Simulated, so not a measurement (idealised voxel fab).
The name of this process module is voxel double patterning.
Cross-sectional view cut (width: 185 nm; square cell size: 5 nm).
Cross-section layout: square cells on a grid; listed as bands, top to bottom; a band spans one or more cell rows.
Heights first: top, then bottom, in nm. Then materials, left to right, each with a width in nm. "edge to edge" on a single material: fills the band edge to edge. "blank": empty space.
Basically, 0 is our baseline, since under it the wafer straight out of the box is all one material. The bottom band has no lower end and keeps on going down, so it looks like "from 0 down".
Top row gets the first number, bottom row gets the second, and each row in between changes by the same step: that is how a band width like "30 to 40" works.
Step note "remained the same" = no cross-section cell changed.
Under "Voids, sealed" you'll find the enclosed gaps, the ones with no way out to the top, that are 8 cells or bigger; each reads width x height at distance, with distance counted from the left edge, everything in nm.
Read whatever lies past the settings on a step's line as the simulator's own remark about the step.
A step's line can hold "overlay nm"; with a mask on that step, the setting says how far right of the planned place the mask lay, while a negative setting says it lay to the left.
Structure of the following material. The material consists of pairs of cross-sections. Each pair comprises the cross-section before one process step and the cross-section after that step, the latter shown only down to the lowest band that changed. The step between the cross-sections is specified beneath each pair, including its settings. Pairs are not necessarily consecutive: they may derive from different runs of this module performed on the same starting wafer. Continuity with the pair above is to be assumed only where the entry headed "Incoming structure" of the pair in question states it.

**Incoming structure**
    from 30 to 5  TiN edge to edge
    from 5 to 0  SiO2 edge to edge
    from 0 down  Si edge to edge
    Voids, sealed: none

**Sectional Result**
    from 50 to 30  resist 60 | blank 15 | resist 35 | blank 15 | resist 60
    Unchanged below 30.
    Voids, sealed: none
Between the two cross-sections shown above, the process step is PATTERN with tone open, mask id SECOND, material resist, width nm 15, pitch nm 50, thk nm 20, overlay nm 0

Incoming structure: nothing new to draw here, it's the after view of the pair just above.

**Sectional Result**
    from 30 to 5  TiN edge to edge
    Unchanged below 5.
    Voids, sealed: none
Between the two cross-sections shown above, the process step is STRIP with etch materials resist

Incoming structure: nothing new to draw here, it's the after view of the pair just above.

**Sectional Result**
    from 15 to 5  TiN edge to edge
    Unchanged below 5.
    Voids, sealed: none
Between the two cross-sections shown above, the process step is DIRECTIONAL_ETCH with etch materials TiN, depth nm 15

**Incoming structure**
    from 45 to 30  aC edge to edge
    from 30 to 20  SiN edge to edge
    from 20 to 5  TiN edge to edge
    from 5 to 0  SiO2 edge to edge
    from 0 down  Si edge to edge
    Voids, sealed: none

**Sectional Result**
    from 75 to 45  blank 35 | resist 15 | blank 35 | resist 15 | blank 35 | resist 15 | blank 35
    Unchanged below 45.
    Voids, sealed: none
Between the two cross-sections shown above, the process step is PATTERN with tone cover, mask id FIRST, material resist, width nm 15, pitch nm 50, thk nm 30, overlay nm 0

Incoming structure: nothing new to draw here, it's the after view of the pair just above.

**Sectional Result**
    from 60 to 45  blank 35 | resist 15 | blank 35 | resist 15 | blank 35 | resist 15 | blank 35
    from 45 to 30  blank 35 | aC 15 | blank 35 | aC 15 | blank 35 | aC 15 | blank 35
    Unchanged below 30.
    Voids, sealed: none
Between the two cross-sections shown above, the process step is DIRECTIONAL_ETCH with etch materials aC, depth nm 15

Incoming structure: nothing new to draw here, it's the after view of the pair just above.

**Sectional Result**
    from 45 to 30  blank 35 | aC 15 | blank 35 | aC 15 | blank 35 | aC 15 | blank 35
    Unchanged below 30.
    Voids, sealed: none
Between the two cross-sections shown above, the process step is STRIP with etch materials resist

Incoming structure: nothing new to draw here, it's the after view of the pair just above.

**Sectional Result**
    from 45 to 30  blank 35 | aC 15 | blank 35 | aC 15 | blank 35 | aC 15 | blank 35
    from 30 to 20  blank 35 | SiN 15 | blank 35 | SiN 15 | blank 35 | SiN 15 | blank 35
    Unchanged below 20.
    Voids, sealed: none
Between the two cross-sections shown above, the process step is DIRECTIONAL_ETCH with etch materials SiN, depth nm 10

Incoming structure: nothing new to draw here, it's the after view of the pair just above.

**Sectional Result**
    from 30 to 20  blank 35 | SiN 15 | blank 35 | SiN 15 | blank 35 | SiN 15 | blank 35
    Unchanged below 20.
    Voids, sealed: none
Between the two cross-sections shown above, the process step is STRIP with etch materials aC

Incoming structure: nothing new to draw here, it's the after view of the pair just above.

**Sectional Result**
    from 50 to 30  resist 60 | blank 15 | resist 35 | blank 15 | resist 60
    from 30 to 20  resist 35 | SiN 15 | resist 10 | blank 15 | resist 10 | SiN 15 | resist 10 | blank 15 | resist 10 | SiN 15 | resist 35
    Unchanged below 20.
    Voids, sealed: none
Between the two cross-sections shown above, the process step is PATTERN with tone open, mask id SECOND, material resist, width nm 15, pitch nm 50, thk nm 20, overlay nm 0

Incoming structure: nothing new to draw here, it's the after view of the pair just above.

**Sectional Result**
    from 30 to 20  blank 35 | SiN 15 | blank 35 | SiN 15 | blank 35 | SiN 15 | blank 35
    Unchanged below 20.
    Voids, sealed: none
Between the two cross-sections shown above, the process step is STRIP with etch materials resist

Incoming structure: nothing new to draw here, it's the after view of the pair just above.

**Sectional Result**
    from 30 to 20  blank 35 | SiN 15 | blank 35 | SiN 15 | blank 35 | SiN 15 | blank 35
    from 20 to 5  blank 35 | TiN 15 | blank 35 | TiN 15 | blank 35 | TiN 15 | blank 35
    Unchanged below 5.
    Voids, sealed: none
Between the two cross-sections shown above, the process step is DIRECTIONAL_ETCH with etch materials TiN, depth nm 15

Incoming structure: nothing new to draw here, it's the after view of the pair just above.

**Sectional Result**
    from 20 to 5  blank 35 | TiN 15 | blank 35 | TiN 15 | blank 35 | TiN 15 | blank 35
    Unchanged below 5.
    Voids, sealed: none
Between the two cross-sections shown above, the process step is STRIP with etch materials SiN
